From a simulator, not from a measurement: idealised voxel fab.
This is a process module. Its name is voxel double patterning.
cross-section cut | 300 nm wide | cells 5 nm
A cross-section in this document is a grid of square cells, and it is written down as bands, the top band listed before the ones below it; a band is made up of one or more rows of cells. First you get the band's top height and its bottom height, in nm, and then the materials it's made of, left to right, with each width in nm. If you see a single material with "full width", that one covers the band edge to edge. "air" is empty space. Measure heights from 0. That's the level where, below it, the as-received wafer is all one material. The lowest band is bottomless and extends downward; write it as in "0 nm and below". The notation "30 to 40" denotes a width that varies across the rows of cells in the band, beginning at the first number in the top row, finishing at the second number in the bottom row, and changing by an identical amount from each row to the next. The designation "remains unaltered", where it is given for a processing step, indicates that no cell of the cross-section was altered in the course of that step. You'll see "Closed void table" listing empty spaces that have no way open to the top, as long as they're 8 cells or more; the notation is width x height at distance, where the distance is from the left edge, and all of it is in nm. On a step's line, text after the settings is the simulator commenting on that step. overlay nm, on a step with a mask: how far to the right of its planned place the mask lay; to the left if negative.

STEPS IN THE PROCESS PLAN
step 1: RECEIVE | material Si
step 2: CONFORMAL_DEP | material SiO2 | thk nm 5
step 3: DIRECTIONAL_DEP | material W | thk nm 15
step 4: DIRECTIONAL_DEP | material SiCN | thk nm 10
step 5: DIRECTIONAL_DEP | material aC | thk nm 15
step 6: PATTERN | tone open | mask id FIRST | material resist | width nm 15 | pitch nm 50 | thk nm 30 | overlay nm 0
step 7: DIRECTIONAL_ETCH | etch materials aC | depth nm 15
step 8: STRIP | etch materials resist
step 9: DIRECTIONAL_ETCH | etch materials SiCN | depth nm 10
step 10: STRIP | etch materials aC
step 11: PATTERN | tone open | mask id SECOND | material resist | width nm 15 | pitch nm 50 | thk nm 15 | overlay nm 0
step 12: DIRECTIONAL_ETCH | etch materials SiCN | depth nm 10
step 13: STRIP | etch materials resist
step 14: DIRECTIONAL_ETCH | etch materials W | depth nm 15
step 15: STRIP | etch materials SiCN

CROSS-SECTIONAL VIEW OF THE WAFER IN ITS AS-RECEIVED CONDITION, CORRESPONDING TO THE STATE AFTER STEP 1
	0 nm and below: Si full width
	Closed void table: none

POST-MODULE CROSS-SECTION OF THE FIRST OF TWO WAFERS (RUN PER PLAN)
	20 nm to 5 nm: 90 W, then 15 air, then 10 W, then 15 air, then 10 W, then 15 air, then 10 W, then 15 air, then 10 W, then 15 air, then 95 W
	5 nm to 0 nm: SiO2 full width
	0 nm and below: Si full width
	Closed void table: none

CROSS-SECTION OF THE LATTER OF THE TWO WAFERS AT MODULE COMPLETION. IT HAD AN IDENTICAL START AND AN IDENTICAL PLAN TO THE FORMER; IN RUNNING IT, ONE MISTAKE WAS MADE
	20 nm to 5 nm: 85 W, then 15 air, then 15 W, then 15 air, then 5 W, then 15 air, then 15 W, then 15 air, then 5 W, then 15 air, then 100 W
	5 nm to 0 nm: SiO2 full width
	0 nm and below: Si full width
	Closed void table: none
Misprocessing identified: contrary to plan, step 6 was performed as PATTERN | tone open | mask id FIRST | material resist | width nm 15 | pitch nm 50 | thk nm 30 | overlay nm -5
Same inventory, different map: at the end, the second wafer holds as many cells of each material as the first, placed elsewhere.
